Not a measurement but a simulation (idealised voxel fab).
Process module under the name voxel released beams
In the cross-section labelled cut, the width is 255 nm and each square cell is 5 nm.
Square cells in a grid make up a cross-section in this document, and the grid is given as bands, listed from the top down, each one or more rows of cells.
Basically the band line says how high the top is and how high the bottom is, in nm, and then what's in it from left to right, every material with its width in nm. Empty space shows up as "air", and if a single material carries "throughout" it runs the full band edge to edge.
Convention: height 0 is the level below which the wafer, as received, is all one material. The lowest band does not terminate at the bottom but continues downward, represented as "0 down".
With a width like "30..40", each row of cells in the band differs from the next by the same amount, the top row carrying the first number and the bottom row the second.
It should be understood that the words "identical to before", when stated for a given step, signify that the cross-section underwent no change in any of its cells during that step.
Look at "Closed void list" for the closed voids: empty spaces with no open path to the top, sized 8 cells or up. Each is width x height at distance, distance from the left edge, all nm.
Read whatever lies past the settings on a step's line as the simulator's own remark about the step.
overlay nm: right-of-plan distance of the mask on a masked step; negative values mean left-of-plan.

List of planned process steps:
1: RECEIVE, material Si
2: CONFORMAL_DEP, material Al2O3, thk nm 5
3: DIRECTIONAL_DEP, material SiO2, thk nm 15
4: MASKED_ETCH, tone open, mask id ANCHOR, width nm 40, etch materials SiO2, depth nm 15, overlay nm 0
5: CONFORMAL_DEP, material polySi, thk nm 15
6: MASKED_ETCH, tone cover, mask id BEAM, width nm 125, etch materials polySi, depth nm 15, overlay nm 0
7: STRIP, etch materials SiO2

Cross-section: wafer on arrival = after step 1:
> 0 down: Si throughout
> Closed void list: none

Cross-sectional image of the first of two wafers at the end of the module, the run having proceeded as planned:
> 35 to 20: air 60 nm; polySi 20 nm; air 10 nm; polySi 95 nm; air 70 nm
> 20 to 5: air 65 nm; polySi 40 nm; air 150 nm
> 5 to 0: Al2O3 throughout
> 0 down: Si throughout
> Closed void list: none

Second wafer cross-section at end of module - shared start and plan with the first, one mistake in the run:
> 35 to 20: air 65 nm; polySi 15 nm; air 10 nm; polySi 95 nm; air 70 nm
> 20 to 5: air 65 nm; polySi 40 nm; air 150 nm
> 5 to 0: Al2O3 throughout
> 0 down: Si throughout
> Closed void list: none
What was done differently from what was planned? in deviation from the planned setting, step 6 was conducted as MASKED_ETCH, tone cover, mask id BEAM, width nm 120, etch materials polySi, depth nm 15, overlay nm 0
Cell-count delta at end, second wafer over first, by material: polySi -3
